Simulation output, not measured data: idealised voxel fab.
voxel wiring stack: a process module
The figure presents cross-section cut, which has a width of 200 nm and is divided into square cells with an edge length of 5 nm.
Cross-sections here: square-cell grids, written as top-down lists of bands, a band being one or more rows of cells. It is stipulated that each band's entry specify, in nanometres, the height of the top of the band and then that of its bottom, followed by the materials of the band in left-to-right sequence, each together with its width in nanometres. A single material marked by the word "edge to edge" is understood to fill the band from edge to edge; the word "blank" is understood to denote empty space. Height 0 is the level under which the wafer as received is all one material. The lowest band goes on downwards, as in "z 0 and below". The notation "30->40" denotes a width that varies across the rows of cells in the band, beginning at the first number in the top row, finishing at the second number in the bottom row, and changing by an identical amount from each row to the next. Key: "left unchanged" - step with no changed cell in the cross-section. Listed in "Enclosed voids": every empty space of 8 or more cells without an open way to the top. Form: width x height at distance, the distance being from the left edge, all in nm. Whatever follows a step's settings on its line is a remark the simulator itself makes about that step. On any step carrying a mask, the "overlay nm" setting, if present on the step's line, tells how far right of its planned place the mask lay; negative values point to the left.

BELOW IS THE LIST OF PLANNED PROCESS STEPS
- 1: RECEIVE, material Si
- 2: CONFORMAL_DEP, material SiO2, thk nm 10
- 3: CONFORMAL_DEP, material SiN, thk nm 5
- 4: DIRECTIONAL_DEP, material SiO2, thk nm 25
- 5: MASKED_ETCH, tone open, mask id METAL_1, width nm 25, pitch nm 55, etch materials SiO2, depth nm 25, overlay nm 0
- 6: MASKED_ETCH, tone open, mask id METAL_1, width nm 25, pitch nm 55, etch materials SiN, depth nm 5, overlay nm 0
- 7: CONFORMAL_DEP, material TiN, thk nm 5
- 8: FILL_DEP, material W, thk nm 5
- 9: CMP, height nm 40
- 10: EPI, material Ru, thk nm 5
- 11: FILL_DEP, material SiCN, thk nm 5
- 12: DIRECTIONAL_DEP, material lowk, thk nm 25
- 13: PATTERN, tone open, mask id METAL_2, material resist, width nm 25, pitch nm 55, thk nm 15, overlay nm 0
- 14: DIRECTIONAL_ETCH, etch materials lowk, depth nm 15
- 15: STRIP, etch materials resist
- 16: MASKED_ETCH, tone open, mask id METAL_2_HOLES, width nm 15, pitch nm 55, etch materials lowk, depth nm 10, overlay nm 0
- 17: MASKED_ETCH, tone open, mask id METAL_2_HOLES, width nm 15, pitch nm 55, etch materials SiCN, depth nm 5, overlay nm 0
- 18: CONFORMAL_DEP, material TiN, thk nm 5
- 19: FILL_DEP, material Cu, thk nm 5
- 20: CMP, height nm 75
- 21: CONFORMAL_DEP, material SiN, thk nm 5

CROSS-SECTION, INCOMING MATERIAL, AFTER STEP 1
    z 0 and below | Si edge to edge
    Enclosed voids: none

AS-PLANNED RUN: CROSS-SECTION OF THE FIRST OF TWO WAFERS AT END OF MODULE
    z 80 to 75 | SiN edge to edge
    z 75 to 65 | lowk=60; TiN=5; Cu=15; TiN=5; lowk=30; TiN=5; Cu=15; TiN=5; lowk=60
    z 65 to 60 | lowk=60; TiN=5; Cu=5; TiN=15; lowk=30; TiN=5; Cu=5; TiN=15; lowk=60
    z 60 to 50 | lowk=60; TiN=5; Cu=5; TiN=5; lowk=40; TiN=5; Cu=5; TiN=5; lowk=70
    z 50 to 45 | SiCN=60; TiN=15; SiCN=40; TiN=15; SiCN=70
    z 45 to 40 | SiCN=55; Ru=35; SiCN=20; Ru=35; SiCN=55
    z 40 to 15 | SiO2=60; TiN=5; W=15; TiN=5; SiO2=30; TiN=5; W=15; TiN=5; SiO2=60
    z 15 to 10 | SiN=60; TiN=25; SiN=30; TiN=25; SiN=60
    z 10 to 0 | SiO2 edge to edge
    z 0 and below | Si edge to edge
    Enclosed voids: none

NOW THE SECOND WAFER, CROSS-SECTIONED AT THE END OF THE MODULE. NOTHING DIFFERENT AT THE START, NOTHING DIFFERENT IN THE PLAN COMPARED WITH THE FIRST, JUST ONE MISTAKE WHEN IT WAS ACTUALLY RUN
    z 80 to 75 | SiN edge to edge
    z 75 to 65 | lowk=60; TiN=5; Cu=15; TiN=5; lowk=30; TiN=5; Cu=15; TiN=5; lowk=60
    z 65 to 60 | lowk=60; TiN=5; Cu=5; TiN=15; lowk=30; TiN=5; Cu=5; TiN=15; lowk=60
    z 60 to 50 | lowk=60; TiN=5; Cu=5; TiN=5; lowk=40; TiN=5; Cu=5; TiN=5; lowk=70
    z 50 to 45 | SiCN=60; TiN=15; SiCN=40; TiN=15; SiCN=70
    z 45 to 40 | Ru edge to edge
    z 40 to 35 | TiN=65; W=15; TiN=40; W=15; TiN=65
    z 35 to 15 | SiO2=60; TiN=5; W=15; TiN=5; SiO2=30; TiN=5; W=15; TiN=5; SiO2=60
    z 15 to 10 | SiO2=60; TiN=25; SiO2=30; TiN=25; SiO2=60
    z 10 to 0 | SiO2 edge to edge
    z 0 and below | Si edge to edge
    Enclosed voids: none
Which mistake was made when the wafer was run? no execution of plan step 3; skipped
Wrapping up, a cell-based count of both wafers puts the second over or under the first for these materials: Ru: 26 more; SiCN: 26 fewer; SiN: 30 fewer; TiN: 30 more
